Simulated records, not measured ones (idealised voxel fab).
process module | voxel self aligned vias
cross-section cut | 195 nm wide | cells 5 nm
A cross-section is a grid of square cells, given in bands from the top down. A band is one or more rows of cells.
Each band's line starts with the height of the band's top and of its bottom, in nm. Then come its materials from left to right, each with its width in nm. One material with "throughout" fills the band from edge to edge. "air" is empty space.
Height 0 is the level under which the wafer as received is all one material. The lowest band goes on downwards, as in "0 down".
A width such as "30 to 40" changes by the same amount from each row of cells to the next, from the band's top row to its bottom row.
"no change" after a step means that no cell of the cross-section changed.
closed voids: empty space of 8 cells or more with no open way to the top, each as width x height at its distance from the left edge, in nm
after a step's settings: what the simulator itself notes on the step
overlay nm, on a step with a mask: how far to the right of its planned place the mask lay; to the left if negative
plan
1 op RECEIVE | material Si
2 op CONFORMAL_DEP | material SiO2 | thk nm 10
3 op CONFORMAL_DEP | material SiCN | thk nm 5
4 op DIRECTIONAL_DEP | material SiO2 | thk nm 30
5 op MASKED_ETCH | tone open | mask id LINES | width nm 20 | pitch nm 60 | etch materials SiO2 | depth nm 30 | overlay nm 0
6 op CONFORMAL_DEP | material TiN | thk nm 5
7 op FILL_DEP | material Ru | thk nm 10
8 op CMP | height nm 45
9 op SELECTIVE_ETCH | etch materials W Ru TiN | depth nm 5
10 op FILL_DEP | material SiN | thk nm 5
11 op CMP | height nm 45
12 op DIRECTIONAL_DEP | material SiO2 | thk nm 20
13 op DIRECTIONAL_DEP | material aC | thk nm 10
14 op PATTERN | tone open | mask id VIAS | material resist | width nm 40 | pitch nm 60 | thk nm 30 | overlay nm 0
15 op DIRECTIONAL_ETCH | etch materials aC | depth nm 10
16 op STRIP | etch materials resist
17 op DIRECTIONAL_ETCH | etch materials SiO2 | depth nm 20
18 op DIRECTIONAL_ETCH | etch materials SiN | depth nm 5
19 op STRIP | etch materials aC
20 op CONFORMAL_DEP | material TiN | thk nm 5
21 op FILL_DEP | material W | thk nm 10
22 op CMP | height nm 65
23 op CONFORMAL_DEP | material SiCN | thk nm 5
first wafer, as planned
as received, after step 1
  0 down: Si throughout
  closed voids: none
after step 2
  10 to 0: SiO2 throughout
  below 0: unchanged
after step 3
  15 to 10: SiCN throughout
  below 10: unchanged
after step 4
  45 to 15: SiO2 throughout
  below 15: unchanged
after step 5
  45 to 15: SiO2 55 | air 20 | SiO2 40 | air 20 | SiO2 60
  below 15: unchanged
after step 6
  50 to 45: TiN 60 | air 10 | TiN 50 | air 10 | TiN 65
  45 to 20: SiO2 55 | TiN 5 | air 10 | TiN 5 | SiO2 40 | TiN 5 | air 10 | TiN 5 | SiO2 60
  20 to 15: SiO2 55 | TiN 20 | SiO2 40 | TiN 20 | SiO2 60
  below 15: unchanged
after step 7
  60 to 50: Ru throughout
  50 to 45: TiN 60 | Ru 10 | TiN 50 | Ru 10 | TiN 65
  45 to 20: SiO2 55 | TiN 5 | Ru 10 | TiN 5 | SiO2 40 | TiN 5 | Ru 10 | TiN 5 | SiO2 60
  below 20: unchanged
after step 8
  45 to 20: SiO2 55 | TiN 5 | Ru 10 | TiN 5 | SiO2 40 | TiN 5 | Ru 10 | TiN 5 | SiO2 60
  below 20: unchanged
after step 9
  45 to 40: SiO2 55 | air 20 | SiO2 40 | air 20 | SiO2 60
  below 40: unchanged
after step 10
  50 to 45: SiN throughout
  45 to 40: SiO2 55 | SiN 20 | SiO2 40 | SiN 20 | SiO2 60
  below 40: unchanged
after step 11
  45 to 40: SiO2 55 | SiN 20 | SiO2 40 | SiN 20 | SiO2 60
  below 40: unchanged
after step 12
  65 to 45: SiO2 throughout
  below 45: unchanged
after step 13
  75 to 65: aC throughout
  below 65: unchanged
after step 14
  105 to 75: resist 45 | air 40 | resist 20 | air 40 | resist 50
  below 75: unchanged
after step 15
  95 to 75: resist 45 | air 40 | resist 20 | air 40 | resist 50
  75 to 65: aC 45 | air 40 | aC 20 | air 40 | aC 50
  below 65: unchanged
after step 16
  75 to 65: aC 45 | air 40 | aC 20 | air 40 | aC 50
  below 65: unchanged
after step 17
  75 to 65: aC 45 | air 40 | aC 20 | air 40 | aC 50
  65 to 45: SiO2 45 | air 40 | SiO2 20 | air 40 | SiO2 50
  below 45: unchanged
after step 18
  75 to 65: aC 45 | air 40 | aC 20 | air 40 | aC 50
  65 to 45: SiO2 45 | air 40 | SiO2 20 | air 40 | SiO2 50
  45 to 40: SiO2 55 | air 20 | SiO2 40 | air 20 | SiO2 60
  below 40: unchanged
after step 19
  65 to 45: SiO2 45 | air 40 | SiO2 20 | air 40 | SiO2 50
  below 45: unchanged
after step 20
  70 to 65: TiN 50 | air 30 | TiN 30 | air 30 | TiN 55
  65 to 50: SiO2 45 | TiN 5 | air 30 | TiN 5 | SiO2 20 | TiN 5 | air 30 | TiN 5 | SiO2 50
  50 to 45: SiO2 45 | TiN 15 | air 10 | TiN 15 | SiO2 20 | TiN 15 | air 10 | TiN 15 | SiO2 50
  45 to 40: SiO2 55 | TiN 20 | SiO2 40 | TiN 20 | SiO2 60
  below 40: unchanged
after step 21
  80 to 70: W throughout
  70 to 65: TiN 50 | W 30 | TiN 30 | W 30 | TiN 55
  65 to 50: SiO2 45 | TiN 5 | W 30 | TiN 5 | SiO2 20 | TiN 5 | W 30 | TiN 5 | SiO2 50
  50 to 45: SiO2 45 | TiN 15 | W 10 | TiN 15 | SiO2 20 | TiN 15 | W 10 | TiN 15 | SiO2 50
  below 45: unchanged
after step 22
  65 to 50: SiO2 45 | TiN 5 | W 30 | TiN 5 | SiO2 20 | TiN 5 | W 30 | TiN 5 | SiO2 50
  below 50: unchanged
after step 23
  70 to 65: SiCN throughout
  below 65: unchanged
second wafer: like start, like plan, one mistake. Through step 22 it matches the first wafer
when step 23 should have ended
  70 to 65: SiO2 throughout
  below 65: unchanged
what went wrong: step 23 ran as: op CONFORMAL_DEP | material SiO2 | thk nm 5
at the end the second wafer has, in cells: 39 fewer of SiCN | 39 more of SiO2
